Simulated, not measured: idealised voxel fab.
This is a process module. Its name is voxel plated lines.
Xsec cut, 265 nm wide, square cell size 5 nm.
Bands, listed from the top down, are how a cross-section gets written in this document; the cross-section itself is a grid of square cells, and a band is one or more rows of them. Top, bottom (nm), then materials left to right with widths (nm); lone material tagged "edge to edge" fills the whole band edge to edge; "empty" = empty space. Basically, 0 is our baseline, since under it the wafer straight out of the box is all one material. The bottom band has no lower end and keeps on going down, so it looks like "top 0, no bottom". The notation "30..40" denotes a width that varies across the rows of cells in the band, beginning at the first number in the top row, finishing at the second number in the bottom row, and changing by an identical amount from each row to the next. For the purposes of this document, the phrase "all unchanged" attached to a step denotes that no cell within the cross-section was modified by that step. Empty spaces without an open route to the top, at least 8 cells in extent, make up the entry "Tabulated closed voids"; each is given as width x height at distance, where the distance is measured from the left edge, and all are in nm. It should be noted that, on the line of a given step, the content following the step's settings is a remark produced by the simulator itself with respect to that step. overlay nm: for a step with a mask, the amount by which the mask lay right of where it was planned; a negative amount means left of it.
Process steps (planned)
| 1 | RECEIVE with material Si |
| 2 | CONFORMAL_DEP with material Al2O3, thk nm 10 |
| 3 | DIRECTIONAL_DEP with material TiN, thk nm 5 |
| 4 | PATTERN with tone open, mask id LINES, material resist, width nm 15, pitch nm 35, thk nm 20, overlay nm 0 |
| 5 | EPI with material Ru, thk nm 5 |
| 6 | STRIP with etch materials resist |
| 7 | DIRECTIONAL_ETCH with etch materials TiN, depth nm 5 |
| 8 | CONFORMAL_DEP with material SiN, thk nm 10 |
As received (post step 1): cross-section
top 0, no bottom  Si edge to edge
Tabulated closed voids: none
Cross-section: first of two wafers, module finished, run according to plan
top 30, bottom 20  empty 80 nm | SiN 105 nm | empty 80 nm
top 20, bottom 15  SiN 90 nm | Ru 15 nm | SiN 20 nm | Ru 15 nm | SiN 20 nm | Ru 15 nm | SiN 90 nm
top 15, bottom 10  SiN 90 nm | TiN 15 nm | SiN 20 nm | TiN 15 nm | SiN 20 nm | TiN 15 nm | SiN 90 nm
top 10, bottom 0  Al2O3 edge to edge
top 0, no bottom  Si edge to edge
Tabulated closed voids: none
Same start, same plan as the first wafer - but one mistake in the run. Cross-section of the second of the two at the end of the module
top 25, bottom 15  SiN edge to edge
top 15, bottom 5  Al2O3 edge to edge
top 5, bottom 0  TiN edge to edge
top 0, no bottom  Si edge to edge
Tabulated closed voids: none
What was done differently from what was planned? plan steps 2 and 3 run swapped
Wafer comparison, final, in cells, second relative to first, materials more or fewer: -9 Ru; -24 SiN; +44 TiN
